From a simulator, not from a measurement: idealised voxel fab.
A process module follows: voxel self aligned contacts.
It is cross-section cut that appears here, measuring 270 nm in width, its square cells being 5 nm in size.
How to read a cross-section here: the picture is a grid of square cells, written as bands going from the top down, and any band can span one or more rows of cells. Quick guide to a band line: top height, bottom height (nm) up front; then every material left to right with its width in nm. Only one material and it's marked "everywhere"? Then it fills the band edge to edge. And "empty" just means empty space. A quick word on heights: they are counted from 0, and under that level the wafer as it came to us is one material throughout. The lowest band is different from the rest in having no bottom; it simply continues downward, written as in "0 nm and below". It should be noted that a width expressed as "30..40" varies in equal increments from row to row of cells within the band, taking the value of the first number at the top row and that of the second number at the bottom row. Basically "no change occurred" means that step didn't change any cell in the cross-section. In "Closed voids list" the enclosed voids are listed, meaning empty spaces of 8 cells or larger without any opening to the top. The form is width x height at distance, distance from the left edge, units nm. Text after the settings on a step's line: the simulator's own remark on that step. "overlay nm", when on a step's line for a step with a mask, measures how far to the right of its planned place the mask lay; a negative measure means to the left. Every pair from here on: before one process step, after it. The after cross-section reaches only to the lowest band that changed. Below the pair: the step in between and its settings. Pairs can belong to different runs of this module on the same starting wafer; a pair carries on from the pair above only if the entry headed "Pre-process" says so.
[Pre-process]
> 0 nm and below  Si everywhere
> Closed voids list: none
[Post-Step Snapshot]
> 0 nm to -5 nm  SiO2 everywhere
> Whatever lies below -5 is exactly as it was before.
> Closed voids list: none
The step carried out between the cross-section before it and the cross-section after it, both shown above, is OXIDIZE, depth nm 5
Pre-process: Reference is made to the cross-section shown after the step in the pair directly above, which represents the state prior to this step.
[Post-Step Snapshot]
> 30 nm to 0 nm  polySi everywhere
> Whatever lies below 0 is exactly as it was before.
> Closed voids list: none
The step carried out between the cross-section before it and the cross-section after it, both shown above, is DIRECTIONAL_DEP, material polySi, thk nm 30
Pre-process: Reference is made to the cross-section shown after the step in the pair directly above, which represents the state prior to this step.
[Post-Step Snapshot]
> 50 nm to 30 nm  SiN everywhere
> Whatever lies below 30 is exactly as it was before.
> Closed voids list: none
The step carried out between the cross-section before it and the cross-section after it, both shown above, is DIRECTIONAL_DEP, material SiN, thk nm 20
Pre-process: Reference is made to the cross-section shown after the step in the pair directly above, which represents the state prior to this step.
[Post-Step Snapshot]
> 60 nm to 50 nm  aC everywhere
> Whatever lies below 50 is exactly as it was before.
> Closed voids list: none
The step carried out between the cross-section before it and the cross-section after it, both shown above, is DIRECTIONAL_DEP, material aC, thk nm 10
Pre-process: Reference is made to the cross-section shown after the step in the pair directly above, which represents the state prior to this step.
[Post-Step Snapshot]
> 90 nm to 60 nm  empty (80); resist (30); empty (45); resist (30); empty (85)
> Whatever lies below 60 is exactly as it was before.
> Closed voids list: none
The step carried out between the cross-section before it and the cross-section after it, both shown above, is PATTERN, tone cover, mask id GATE, material resist, width nm 30, pitch nm 75, thk nm 30, overlay nm 0
Pre-process: Reference is made to the cross-section shown after the step in the pair directly above, which represents the state prior to this step.
[Post-Step Snapshot]
> 80 nm to 60 nm  empty (80); resist (30); empty (45); resist (30); empty (85)
> 60 nm to 50 nm  empty (80); aC (30); empty (45); aC (30); empty (85)
> Whatever lies below 50 is exactly as it was before.
> Closed voids list: none
The step carried out between the cross-section before it and the cross-section after it, both shown above, is DIRECTIONAL_ETCH, etch materials aC, depth nm 10
Pre-process: Reference is made to the cross-section shown after the step in the pair directly above, which represents the state prior to this step.
[Post-Step Snapshot]
> 60 nm to 50 nm  empty (80); aC (30); empty (45); aC (30); empty (85)
> Whatever lies below 50 is exactly as it was before.
> Closed voids list: none
The step carried out between the cross-section before it and the cross-section after it, both shown above, is STRIP, etch materials resist
Pre-process: Reference is made to the cross-section shown after the step in the pair directly above, which represents the state prior to this step.
[Post-Step Snapshot]
> 60 nm to 50 nm  empty (80); aC (30); empty (45); aC (30); empty (85)
> 50 nm to 30 nm  empty (80); SiN (30); empty (45); SiN (30); empty (85)
> Whatever lies below 30 is exactly as it was before.
> Closed voids list: none
The step carried out between the cross-section before it and the cross-section after it, both shown above, is DIRECTIONAL_ETCH, etch materials SiN, depth nm 20
Pre-process: Reference is made to the cross-section shown after the step in the pair directly above, which represents the state prior to this step.
[Post-Step Snapshot]
> 60 nm to 50 nm  empty (80); aC (30); empty (45); aC (30); empty (85)
> 50 nm to 30 nm  empty (80); SiN (30); empty (45); SiN (30); empty (85)
> 30 nm to 0 nm  empty (80); polySi (30); empty (45); polySi (30); empty (85)
> Whatever lies below 0 is exactly as it was before.
> Closed voids list: none
The step carried out between the cross-section before it and the cross-section after it, both shown above, is DIRECTIONAL_ETCH, etch materials polySi, depth nm 30
Pre-process: Reference is made to the cross-section shown after the step in the pair directly above, which represents the state prior to this step.
[Post-Step Snapshot]
> 50 nm to 30 nm  empty (80); SiN (30); empty (45); SiN (30); empty (85)
> Whatever lies below 30 is exactly as it was before.
> Closed voids list: none
The step carried out between the cross-section before it and the cross-section after it, both shown above, is STRIP, etch materials aC
Pre-process: Reference is made to the cross-section shown after the step in the pair directly above, which represents the state prior to this step.
[Post-Step Snapshot]
> 60 nm to 30 nm  empty (70); SiN (50); empty (25); SiN (50); empty (75)
> 30 nm to 10 nm  empty (70); SiN (10); polySi (30); SiN (10); empty (25); SiN (10); polySi (30); SiN (10); empty (75)
> 10 nm to 0 nm  SiN (80); polySi (30); SiN (45); polySi (30); SiN (85)
> Whatever lies below 0 is exactly as it was before.
> Closed voids list: none
The step carried out between the cross-section before it and the cross-section after it, both shown above, is CONFORMAL_DEP, material SiN, thk nm 10
Pre-process: Reference is made to the cross-section shown after the step in the pair directly above, which represents the state prior to this step.
[Post-Step Snapshot]
> 50 nm to 30 nm  empty (70); SiN (50); empty (25); SiN (50); empty (75)
> 30 nm to 0 nm  empty (70); SiN (10); polySi (30); SiN (10); empty (25); SiN (10); polySi (30); SiN (10); empty (75)
> Whatever lies below 0 is exactly as it was before.
> Closed voids list: none
The step carried out between the cross-section before it and the cross-section after it, both shown above, is DIRECTIONAL_ETCH, etch materials SiN, depth nm 10
Pre-process: Reference is made to the cross-section shown after the step in the pair directly above, which represents the state prior to this step.
[Post-Step Snapshot]
> 70 nm to 50 nm  SiO2 everywhere
> 50 nm to 30 nm  SiO2 (70); SiN (50); SiO2 (25); SiN (50); SiO2 (75)
> 30 nm to 0 nm  SiO2 (70); SiN (10); polySi (30); SiN (10); SiO2 (25); SiN (10); polySi (30); SiN (10); SiO2 (75)
> Whatever lies below 0 is exactly as it was before.
> Closed voids list: none
The step carried out between the cross-section before it and the cross-section after it, both shown above, is FILL_DEP, material SiO2, thk nm 20
Pre-process: Reference is made to the cross-section shown after the step in the pair directly above, which represents the state prior to this step.
[Post-Step Snapshot]
> 60 nm to 50 nm  SiO2 everywhere
> Whatever lies below 50 is exactly as it was before.
> Closed voids list: none
The step carried out between the cross-section before it and the cross-section after it, both shown above, is CMP, height nm 60
Pre-process: Reference is made to the cross-section shown after the step in the pair directly above, which represents the state prior to this step.
[Post-Step Snapshot]
> 70 nm to 60 nm  aC everywhere
> Whatever lies below 60 is exactly as it was before.
> Closed voids list: none
The step carried out between the cross-section before it and the cross-section after it, both shown above, is DIRECTIONAL_DEP, material aC, thk nm 10
Pre-process: Reference is made to the cross-section shown after the step in the pair directly above, which represents the state prior to this step.
[Post-Step Snapshot]
> 100 nm to 70 nm  resist (105); empty (55); resist (110)
> Whatever lies below 70 is exactly as it was before.
> Closed voids list: none
The step carried out between the cross-section before it and the cross-section after it, both shown above, is PATTERN, tone open, mask id CONTACT, material resist, width nm 55, thk nm 30, overlay nm 0
Pre-process: Reference is made to the cross-section shown after the step in the pair directly above, which represents the state prior to this step.
[Post-Step Snapshot]
> 90 nm to 70 nm  resist (105); empty (55); resist (110)
> 70 nm to 60 nm  aC (105); empty (55); aC (110)
> Whatever lies below 60 is exactly as it was before.
> Closed voids list: none
The step carried out between the cross-section before it and the cross-section after it, both shown above, is DIRECTIONAL_ETCH, etch materials aC, depth nm 10
Pre-process: Reference is made to the cross-section shown after the step in the pair directly above, which represents the state prior to this step.
[Post-Step Snapshot]
> 70 nm to 60 nm  aC (105); empty (55); aC (110)
> Whatever lies below 60 is exactly as it was before.
> Closed voids list: none
The step carried out between the cross-section before it and the cross-section after it, both shown above, is STRIP, etch materials resist
Pre-process: Reference is made to the cross-section shown after the step in the pair directly above, which represents the state prior to this step.
[Post-Step Snapshot]
> 70 nm to 60 nm  aC (105); empty (55); aC (110)
> 60 nm to 50 nm  SiO2 (105); empty (55); SiO2 (110)
> 50 nm to 30 nm  SiO2 (70); SiN (50); empty (25); SiN (50); SiO2 (75)
> 30 nm to 0 nm  SiO2 (70); SiN (10); polySi (30); SiN (10); empty (25); SiN (10); polySi (30); SiN (10); SiO2 (75)
> 0 nm to -5 nm  SiO2 (120); empty (25); SiO2 (125)
> Whatever lies below -5 is exactly as it was before.
> Closed voids list: none
The step carried out between the cross-section before it and the cross-section after it, both shown above, is DIRECTIONAL_ETCH, etch materials SiO2, depth nm 65
Pre-process: Reference is made to the cross-section shown after the step in the pair directly above, which represents the state prior to this step.
[Post-Step Snapshot]
> 60 nm to 50 nm  SiO2 (105); empty (55); SiO2 (110)
> Whatever lies below 50 is exactly as it was before.
> Closed voids list: none
The step carried out between the cross-section before it and the cross-section after it, both shown above, is STRIP, etch materials aC
Pre-process: Reference is made to the cross-section shown after the step in the pair directly above, which represents the state prior to this step.
[Post-Step Snapshot]
> 65 nm to 60 nm  TiN (110); empty (45); TiN (115)
> 60 nm to 50 nm  SiO2 (105); TiN (5..20); empty (45..15); TiN (5..20); SiO2 (110)
> 50 nm to 30 nm  SiO2 (70); SiN (50); TiN (5); empty (15); TiN (5); SiN (50); SiO2 (75)
> 30 nm to 0 nm  SiO2 (70); SiN (10); polySi (30); SiN (10); TiN (5); empty (15); TiN (5); SiN (10); polySi (30); SiN (10); SiO2 (75)
> 0 nm to -5 nm  SiO2 (120); TiN (25); SiO2 (125)
> Whatever lies below -5 is exactly as it was before.
> Closed voids list: none
The step carried out between the cross-section before it and the cross-section after it, both shown above, is CONFORMAL_DEP, material TiN, thk nm 5
Pre-process: Reference is made to the cross-section shown after the step in the pair directly above, which represents the state prior to this step.
[Post-Step Snapshot]
> 70 nm to 65 nm  Ru everywhere
> 65 nm to 60 nm  TiN (110); Ru (45); TiN (115)
> 60 nm to 50 nm  SiO2 (105); TiN (5..20); Ru (45..15); TiN (5..20); SiO2 (110)
> 50 nm to 30 nm  SiO2 (70); SiN (50); TiN (5); Ru (15); TiN (5); SiN (50); SiO2 (75)
> 30 nm to 0 nm  SiO2 (70); SiN (10); polySi (30); SiN (10); TiN (5); Ru (15); TiN (5); SiN (10); polySi (30); SiN (10); SiO2 (75)
> Whatever lies below 0 is exactly as it was before.
> Closed voids list: none
The step carried out between the cross-section before it and the cross-section after it, both shown above, is FILL_DEP, material Ru, thk nm 5
Pre-process: Reference is made to the cross-section shown after the step in the pair directly above, which represents the state prior to this step.
[Post-Step Snapshot]
> 60 nm to 50 nm  SiO2 (105); TiN (5..20); Ru (45..15); TiN (5..20); SiO2 (110)
> Whatever lies below 50 is exactly as it was before.
> Closed voids list: none
The step carried out between the cross-section before it and the cross-section after it, both shown above, is CMP, height nm 60
Pre-process: Reference is made to the cross-section shown after the step in the pair directly above, which represents the state prior to this step.
[Post-Step Snapshot]
> 65 nm to 60 nm  SiN everywhere
> Whatever lies below 60 is exactly as it was before.
> Closed voids list: none
The step carried out between the cross-section before it and the cross-section after it, both shown above, is CONFORMAL_DEP, material SiN, thk nm 5
[Pre-process]
> 50 nm to 30 nm  empty (80); SiN (30); empty (45); SiN (30); empty (85)
> 30 nm to 0 nm  empty (80); polySi (30); empty (45); polySi (30); empty (85)
> 0 nm to -5 nm  SiO2 everywhere
> -5 nm and below  Si everywhere
> Closed voids list: none
[Post-Step Snapshot]
> 40 nm to 30 nm  empty (80); SiN (30); empty (45); SiN (30); empty (85)
> Whatever lies below 30 is exactly as it was before.
> Closed voids list: none
The step carried out between the cross-section before it and the cross-section after it, both shown above, is DIRECTIONAL_ETCH, etch materials SiN, depth nm 10
Pre-process: Reference is made to the cross-section shown after the step in the pair directly above, which represents the state prior to this step.
[Post-Step Snapshot]
> 60 nm to 40 nm  SiO2 everywhere
> 40 nm to 30 nm  SiO2 (80); SiN (30); SiO2 (45); SiN (30); SiO2 (85)
> 30 nm to 0 nm  SiO2 (80); polySi (30); SiO2 (45); polySi (30); SiO2 (85)
> Whatever lies below 0 is exactly as it was before.
> Closed voids list: none
The step carried out between the cross-section before it and the cross-section after it, both shown above, is FILL_DEP, material SiO2, thk nm 20
Pre-process: Reference is made to the cross-section shown after the step in the pair directly above, which represents the state prior to this step.
[Post-Step Snapshot]
> 70 nm to 60 nm  aC everywhere
> Whatever lies below 60 is exactly as it was before.
> Closed voids list: none
The step carried out between the cross-section before it and the cross-section after it, both shown above, is DIRECTIONAL_DEP, material aC, thk nm 10
Pre-process: Reference is made to the cross-section shown after the step in the pair directly above, which represents the state prior to this step.
[Post-Step Snapshot]
> 100 nm to 70 nm  resist (105); empty (55); resist (110)
> Whatever lies below 70 is exactly as it was before.
> Closed voids list: none
The step carried out between the cross-section before it and the cross-section after it, both shown above, is PATTERN, tone open, mask id CONTACT, material resist, width nm 55, thk nm 30, overlay nm 0
Pre-process: Reference is made to the cross-section shown after the step in the pair directly above, which represents the state prior to this step.
[Post-Step Snapshot]
> 90 nm to 70 nm  resist (105); empty (55); resist (110)
> 70 nm to 60 nm  aC (105); empty (55); aC (110)
> Whatever lies below 60 is exactly as it was before.
> Closed voids list: none
The step carried out between the cross-section before it and the cross-section after it, both shown above, is DIRECTIONAL_ETCH, etch materials aC, depth nm 10
Pre-process: Reference is made to the cross-section shown after the step in the pair directly above, which represents the state prior to this step.
[Post-Step Snapshot]
> 70 nm to 60 nm  aC (105); empty (55); aC (110)
> Whatever lies below 60 is exactly as it was before.
> Closed voids list: none
The step carried out between the cross-section before it and the cross-section after it, both shown above, is STRIP, etch materials resist
Pre-process: Reference is made to the cross-section shown after the step in the pair directly above, which represents the state prior to this step.
[Post-Step Snapshot]
> 70 nm to 60 nm  aC (105); empty (55); aC (110)
> 60 nm to 40 nm  SiO2 (105); empty (55); SiO2 (110)
> 40 nm to 30 nm  SiO2 (80); SiN (30); empty (45); SiN (30); SiO2 (85)
> 30 nm to 0 nm  SiO2 (80); polySi (30); empty (45); polySi (30); SiO2 (85)
> 0 nm to -5 nm  SiO2 (110); empty (45); SiO2 (115)
> Whatever lies below -5 is exactly as it was before.
> Closed voids list: none
The step carried out between the cross-section before it and the cross-section after it, both shown above, is DIRECTIONAL_ETCH, etch materials SiO2, depth nm 65
Pre-process: Reference is made to the cross-section shown after the step in the pair directly above, which represents the state prior to this step.
[Post-Step Snapshot]
> 60 nm to 40 nm  SiO2 (105); empty (55); SiO2 (110)
> Whatever lies below 40 is exactly as it was before.
> Closed voids list: none
The step carried out between the cross-section before it and the cross-section after it, both shown above, is STRIP, etch materials aC
Pre-process: Reference is made to the cross-section shown after the step in the pair directly above, which represents the state prior to this step.
[Post-Step Snapshot]
> 65 nm to 60 nm  TiN (110); empty (45); TiN (115)
> 60 nm to 45 nm  SiO2 (105); TiN (5); empty (45); TiN (5); SiO2 (110)
> 45 nm to 40 nm  SiO2 (105); TiN (10); empty (35); TiN (10); SiO2 (110)
> 40 nm to 30 nm  SiO2 (80); SiN (30); TiN (5); empty (35); TiN (5); SiN (30); SiO2 (85)
> 30 nm to 0 nm  SiO2 (80); polySi (30); TiN (5); empty (35); TiN (5); polySi (30); SiO2 (85)
> 0 nm to -5 nm  SiO2 (110); TiN (45); SiO2 (115)
> Whatever lies below -5 is exactly as it was before.
> Closed voids list: none
The step carried out between the cross-section before it and the cross-section after it, both shown above, is CONFORMAL_DEP, material TiN, thk nm 5
Pre-process: Reference is made to the cross-section shown after the step in the pair directly above, which represents the state prior to this step.
[Post-Step Snapshot]
> 70 nm to 65 nm  Ru everywhere
> 65 nm to 60 nm  TiN (110); Ru (45); TiN (115)
> 60 nm to 45 nm  SiO2 (105); TiN (5); Ru (45); TiN (5); SiO2 (110)
> 45 nm to 40 nm  SiO2 (105); TiN (10); Ru (35); TiN (10); SiO2 (110)
> 40 nm to 30 nm  SiO2 (80); SiN (30); TiN (5); Ru (35); TiN (5); SiN (30); SiO2 (85)
> 30 nm to 0 nm  SiO2 (80); polySi (30); TiN (5); Ru (35); TiN (5); polySi (30); SiO2 (85)
> Whatever lies below 0 is exactly as it was before.
> Closed voids list: none
The step carried out between the cross-section before it and the cross-section after it, both shown above, is FILL_DEP, material Ru, thk nm 5
Pre-process: Reference is made to the cross-section shown after the step in the pair directly above, which represents the state prior to this step.
[Post-Step Snapshot]
> 60 nm to 45 nm  SiO2 (105); TiN (5); Ru (45); TiN (5); SiO2 (110)
> Whatever lies below 45 is exactly as it was before.
> Closed voids list: none
The step carried out between the cross-section before it and the cross-section after it, both shown above, is CMP, height nm 60
Pre-process: Reference is made to the cross-section shown after the step in the pair directly above, which represents the state prior to this step.
[Post-Step Snapshot]
> 65 nm to 60 nm  SiN everywhere
> Whatever lies below 60 is exactly as it was before.
> Closed voids list: none
The step carried out between the cross-section before it and the cross-section after it, both shown above, is CONFORMAL_DEP, material SiN, thk nm 5
[Pre-process]
> 30 nm to 0 nm  polySi everywhere
> 0 nm to -5 nm  SiO2 everywhere
> -5 nm and below  Si everywhere
> Closed voids list: none
[Post-Step Snapshot]
> 60 nm to 0 nm  polySi everywhere
> Whatever lies below 0 is exactly as it was before.
> Closed voids list: none
The step carried out between the cross-section before it and the cross-section after it, both shown above, is DIRECTIONAL_DEP, material polySi, thk nm 30
Pre-process: Reference is made to the cross-section shown after the step in the pair directly above, which represents the state prior to this step.
[Post-Step Snapshot]
> 80 nm to 60 nm  SiN everywhere
> Whatever lies below 60 is exactly as it was before.
> Closed voids list: none
The step carried out between the cross-section before it and the cross-section after it, both shown above, is DIRECTIONAL_DEP, material SiN, thk nm 20
Pre-process: Reference is made to the cross-section shown after the step in the pair directly above, which represents the state prior to this step.
[Post-Step Snapshot]
> 90 nm to 80 nm  aC everywhere
> Whatever lies below 80 is exactly as it was before.
> Closed voids list: none
The step carried out between the cross-section before it and the cross-section after it, both shown above, is DIRECTIONAL_DEP, material aC, thk nm 10
Pre-process: Reference is made to the cross-section shown after the step in the pair directly above, which represents the state prior to this step.
[Post-Step Snapshot]
> 120 nm to 90 nm  empty (80); resist (30); empty (45); resist (30); empty (85)
> Whatever lies below 90 is exactly as it was before.
> Closed voids list: none
The step carried out between the cross-section before it and the cross-section after it, both shown above, is PATTERN, tone cover, mask id GATE, material resist, width nm 30, pitch nm 75, thk nm 30, overlay nm 0
Pre-process: Reference is made to the cross-section shown after the step in the pair directly above, which represents the state prior to this step.
[Post-Step Snapshot]
> 110 nm to 90 nm  empty (80); resist (30); empty (45); resist (30); empty (85)
> 90 nm to 80 nm  empty (80); aC (30); empty (45); aC (30); empty (85)
> Whatever lies below 80 is exactly as it was before.
> Closed voids list: none
The step carried out between the cross-section before it and the cross-section after it, both shown above, is DIRECTIONAL_ETCH, etch materials aC, depth nm 10
Pre-process: Reference is made to the cross-section shown after the step in the pair directly above, which represents the state prior to this step.
[Post-Step Snapshot]
> 90 nm to 80 nm  empty (80); aC (30); empty (45); aC (30); empty (85)
> Whatever lies below 80 is exactly as it was before.
> Closed voids list: none
The step carried out between the cross-section before it and the cross-section after it, both shown above, is STRIP, etch materials resist
Pre-process: Reference is made to the cross-section shown after the step in the pair directly above, which represents the state prior to this step.
[Post-Step Snapshot]
> 90 nm to 80 nm  empty (80); aC (30); empty (45); aC (30); empty (85)
> 80 nm to 60 nm  empty (80); SiN (30); empty (45); SiN (30); empty (85)
> Whatever lies below 60 is exactly as it was before.
> Closed voids list: none
The step carried out between the cross-section before it and the cross-section after it, both shown above, is DIRECTIONAL_ETCH, etch materials SiN, depth nm 20
Pre-process: Reference is made to the cross-section shown after the step in the pair directly above, which represents the state prior to this step.
[Post-Step Snapshot]
> 90 nm to 80 nm  empty (80); aC (30); empty (45); aC (30); empty (85)
> 80 nm to 60 nm  empty (80); SiN (30); empty (45); SiN (30); empty (85)
> 60 nm to 30 nm  empty (80); polySi (30); empty (45); polySi (30); empty (85)
> Whatever lies below 30 is exactly as it was before.
> Closed voids list: none
The step carried out between the cross-section before it and the cross-section after it, both shown above, is DIRECTIONAL_ETCH, etch materials polySi, depth nm 30
Pre-process: Reference is made to the cross-section shown after the step in the pair directly above, which represents the state prior to this step.
[Post-Step Snapshot]
> 80 nm to 60 nm  empty (80); SiN (30); empty (45); SiN (30); empty (85)
> Whatever lies below 60 is exactly as it was before.
> Closed voids list: none
The step carried out between the cross-section before it and the cross-section after it, both shown above, is STRIP, etch materials aC
Pre-process: Reference is made to the cross-section shown after the step in the pair directly above, which represents the state prior to this step.
[Post-Step Snapshot]
> 90 nm to 60 nm  empty (70); SiN (50); empty (25); SiN (50); empty (75)
> 60 nm to 40 nm  empty (70); SiN (10); polySi (30); SiN (10); empty (25); SiN (10); polySi (30); SiN (10); empty (75)
> 40 nm to 30 nm  SiN (80); polySi (30); SiN (45); polySi (30); SiN (85)
> Whatever lies below 30 is exactly as it was before.
> Closed voids list: none
The step carried out between the cross-section before it and the cross-section after it, both shown above, is CONFORMAL_DEP, material SiN, thk nm 10
Pre-process: Reference is made to the cross-section shown after the step in the pair directly above, which represents the state prior to this step.
[Post-Step Snapshot]
> 80 nm to 60 nm  empty (70); SiN (50); empty (25); SiN (50); empty (75)
> 60 nm to 30 nm  empty (70); SiN (10); polySi (30); SiN (10); empty (25); SiN (10); polySi (30); SiN (10); empty (75)
> Whatever lies below 30 is exactly as it was before.
> Closed voids list: none
The step carried out between the cross-section before it and the cross-section after it, both shown above, is DIRECTIONAL_ETCH, etch materials SiN, depth nm 10
Pre-process: Reference is made to the cross-section shown after the step in the pair directly above, which represents the state prior to this step.
[Post-Step Snapshot]
> 100 nm to 80 nm  SiO2 everywhere
> 80 nm to 60 nm  SiO2 (70); SiN (50); SiO2 (25); SiN (50); SiO2 (75)
> 60 nm to 30 nm  SiO2 (70); SiN (10); polySi (30); SiN (10); SiO2 (25); SiN (10); polySi (30); SiN (10); SiO2 (75)
> Whatever lies below 30 is exactly as it was before.
> Closed voids list: none
The step carried out between the cross-section before it and the cross-section after it, both shown above, is FILL_DEP, material SiO2, thk nm 20
Pre-process: Reference is made to the cross-section shown after the step in the pair directly above, which represents the state prior to this step.
[Post-Step Snapshot]
> 60 nm to 30 nm  SiO2 (70); SiN (10); polySi (30); SiN (10); SiO2 (25); SiN (10); polySi (30); SiN (10); SiO2 (75)
> Whatever lies below 30 is exactly as it was before.
> Closed voids list: none
The step carried out between the cross-section before it and the cross-section after it, both shown above, is CMP, height nm 60
Pre-process: Reference is made to the cross-section shown after the step in the pair directly above, which represents the state prior to this step.
[Post-Step Snapshot]
> 70 nm to 60 nm  aC everywhere
> Whatever lies below 60 is exactly as it was before.
> Closed voids list: none
The step carried out between the cross-section before it and the cross-section after it, both shown above, is DIRECTIONAL_DEP, material aC, thk nm 10
Pre-process: Reference is made to the cross-section shown after the step in the pair directly above, which represents the state prior to this step.
[Post-Step Snapshot]
> 100 nm to 70 nm  resist (105); empty (55); resist (110)
> Whatever lies below 70 is exactly as it was before.
> Closed voids list: none
The step carried out between the cross-section before it and the cross-section after it, both shown above, is PATTERN, tone open, mask id CONTACT, material resist, width nm 55, thk nm 30, overlay nm 0
Pre-process: Reference is made to the cross-section shown after the step in the pair directly above, which represents the state prior to this step.
[Post-Step Snapshot]
> 90 nm to 70 nm  resist (105); empty (55); resist (110)
> 70 nm to 60 nm  aC (105); empty (55); aC (110)
> Whatever lies below 60 is exactly as it was before.
> Closed voids list: none
The step carried out between the cross-section before it and the cross-section after it, both shown above, is DIRECTIONAL_ETCH, etch materials aC, depth nm 10
Pre-process: Reference is made to the cross-section shown after the step in the pair directly above, which represents the state prior to this step.
[Post-Step Snapshot]
> 70 nm to 60 nm  aC (105); empty (55); aC (110)
> Whatever lies below 60 is exactly as it was before.
> Closed voids list: none
The step carried out between the cross-section before it and the cross-section after it, both shown above, is STRIP, etch materials resist
Pre-process: Reference is made to the cross-section shown after the step in the pair directly above, which represents the state prior to this step.
[Post-Step Snapshot]
> 70 nm to 60 nm  aC (105); empty (55); aC (110)
> 60 nm to 30 nm  SiO2 (70); SiN (10); polySi (30); SiN (10); empty (25); SiN (10); polySi (30); SiN (10); SiO2 (75)
> Whatever lies below 30 is exactly as it was before.
> Closed voids list: none
The step carried out between the cross-section before it and the cross-section after it, both shown above, is DIRECTIONAL_ETCH, etch materials SiO2, depth nm 65
Pre-process: Reference is made to the cross-section shown after the step in the pair directly above, which represents the state prior to this step.
[Post-Step Snapshot]
> 60 nm to 30 nm  SiO2 (70); SiN (10); polySi (30); SiN (10); empty (25); SiN (10); polySi (30); SiN (10); SiO2 (75)
> Whatever lies below 30 is exactly as it was before.
> Closed voids list: none
The step carried out between the cross-section before it and the cross-section after it, both shown above, is STRIP, etch materials aC
Pre-process: Reference is made to the cross-section shown after the step in the pair directly above, which represents the state prior to this step.
[Post-Step Snapshot]
> 65 nm to 60 nm  TiN (125); empty (15); TiN (130)
> 60 nm to 35 nm  SiO2 (70); SiN (10); polySi (30); SiN (10); TiN (5); empty (15); TiN (5); SiN (10); polySi (30); SiN (10); SiO2 (75)
> 35 nm to 30 nm  SiO2 (70); SiN (10); polySi (30); SiN (10); TiN (25); SiN (10); polySi (30); SiN (10); SiO2 (75)
> Whatever lies below 30 is exactly as it was before.
> Closed voids list: none
The step carried out between the cross-section before it and the cross-section after it, both shown above, is CONFORMAL_DEP, material TiN, thk nm 5
Pre-process: Reference is made to the cross-section shown after the step in the pair directly above, which represents the state prior to this step.
[Post-Step Snapshot]
> 70 nm to 65 nm  Ru everywhere
> 65 nm to 60 nm  TiN (125); Ru (15); TiN (130)
> 60 nm to 35 nm  SiO2 (70); SiN (10); polySi (30); SiN (10); TiN (5); Ru (15); TiN (5); SiN (10); polySi (30); SiN (10); SiO2 (75)
> Whatever lies below 35 is exactly as it was before.
> Closed voids list: none
The step carried out between the cross-section before it and the cross-section after it, both shown above, is FILL_DEP, material Ru, thk nm 5
Pre-process: Reference is made to the cross-section shown after the step in the pair directly above, which represents the state prior to this step.
[Post-Step Snapshot]
> 60 nm to 35 nm  SiO2 (70); SiN (10); polySi (30); SiN (10); TiN (5); Ru (15); TiN (5); SiN (10); polySi (30); SiN (10); SiO2 (75)
> Whatever lies below 35 is exactly as it was before.
> Closed voids list: none
The step carried out between the cross-section before it and the cross-section after it, both shown above, is CMP, height nm 60
Pre-process: Reference is made to the cross-section shown after the step in the pair directly above, which represents the state prior to this step.
[Post-Step Snapshot]
> 65 nm to 60 nm  SiN everywhere
> Whatever lies below 60 is exactly as it was before.
> Closed voids list: none
The step carried out between the cross-section before it and the cross-section after it, both shown above, is CONFORMAL_DEP, material SiN, thk nm 5
[Pre-process]
> 40 nm to 30 nm  empty (80); SiN (30); empty (45); SiN (30); empty (85)
> 30 nm to 0 nm  empty (80); polySi (30); empty (45); polySi (30); empty (85)
> 0 nm to -5 nm  SiO2 everywhere
> -5 nm and below  Si everywhere
> Closed voids list: none
[Post-Step Snapshot]
> 50 nm to 30 nm  empty (70); SiN (50); empty (25); SiN (50); empty (75)
> 30 nm to 10 nm  empty (70); SiN (10); polySi (30); SiN (10); empty (25); SiN (10); polySi (30); SiN (10); empty (75)
> 10 nm to 0 nm  SiN (80); polySi (30); SiN (45); polySi (30); SiN (85)
> Whatever lies below 0 is exactly as it was before.
> Closed voids list: none
The step carried out between the cross-section before it and the cross-section after it, both shown above, is CONFORMAL_DEP, material SiN, thk nm 10
Pre-process: Reference is made to the cross-section shown after the step in the pair directly above, which represents the state prior to this step.
[Post-Step Snapshot]
> 70 nm to 50 nm  SiO2 everywhere
> 50 nm to 30 nm  SiO2 (70); SiN (50); SiO2 (25); SiN (50); SiO2 (75)
> 30 nm to 10 nm  SiO2 (70); SiN (10); polySi (30); SiN (10); SiO2 (25); SiN (10); polySi (30); SiN (10); SiO2 (75)
> Whatever lies below 10 is exactly as it was before.
> Closed voids list: none
The step carried out between the cross-section before it and the cross-section after it, both shown above, is FILL_DEP, material SiO2, thk nm 20
Pre-process: Reference is made to the cross-section shown after the step in the pair directly above, which represents the state prior to this step.
[Post-Step Snapshot]
> 60 nm to 50 nm  SiO2 everywhere
> Whatever lies below 50 is exactly as it was before.
> Closed voids list: none
The step carried out between the cross-section before it and the cross-section after it, both shown above, is CMP, height nm 60
Pre-process: Reference is made to the cross-section shown after the step in the pair directly above, which represents the state prior to this step.
[Post-Step Snapshot]
> 70 nm to 60 nm  aC everywhere
> Whatever lies below 60 is exactly as it was before.
> Closed voids list: none
The step carried out between the cross-section before it and the cross-section after it, both shown above, is DIRECTIONAL_DEP, material aC, thk nm 10
Pre-process: Reference is made to the cross-section shown after the step in the pair directly above, which represents the state prior to this step.
[Post-Step Snapshot]
> 100 nm to 70 nm  resist (105); empty (55); resist (110)
> Whatever lies below 70 is exactly as it was before.
> Closed voids list: none
The step carried out between the cross-section before it and the cross-section after it, both shown above, is PATTERN, tone open, mask id CONTACT, material resist, width nm 55, thk nm 30, overlay nm 0
Pre-process: Reference is made to the cross-section shown after the step in the pair directly above, which represents the state prior to this step.
[Post-Step Snapshot]
> 90 nm to 70 nm  resist (105); empty (55); resist (110)
> 70 nm to 60 nm  aC (105); empty (55); aC (110)
> Whatever lies below 60 is exactly as it was before.
> Closed voids list: none
The step carried out between the cross-section before it and the cross-section after it, both shown above, is DIRECTIONAL_ETCH, etch materials aC, depth nm 10
Pre-process: Reference is made to the cross-section shown after the step in the pair directly above, which represents the state prior to this step.
[Post-Step Snapshot]
> 70 nm to 60 nm  aC (105); empty (55); aC (110)
> Whatever lies below 60 is exactly as it was before.
> Closed voids list: none
The step carried out between the cross-section before it and the cross-section after it, both shown above, is STRIP, etch materials resist
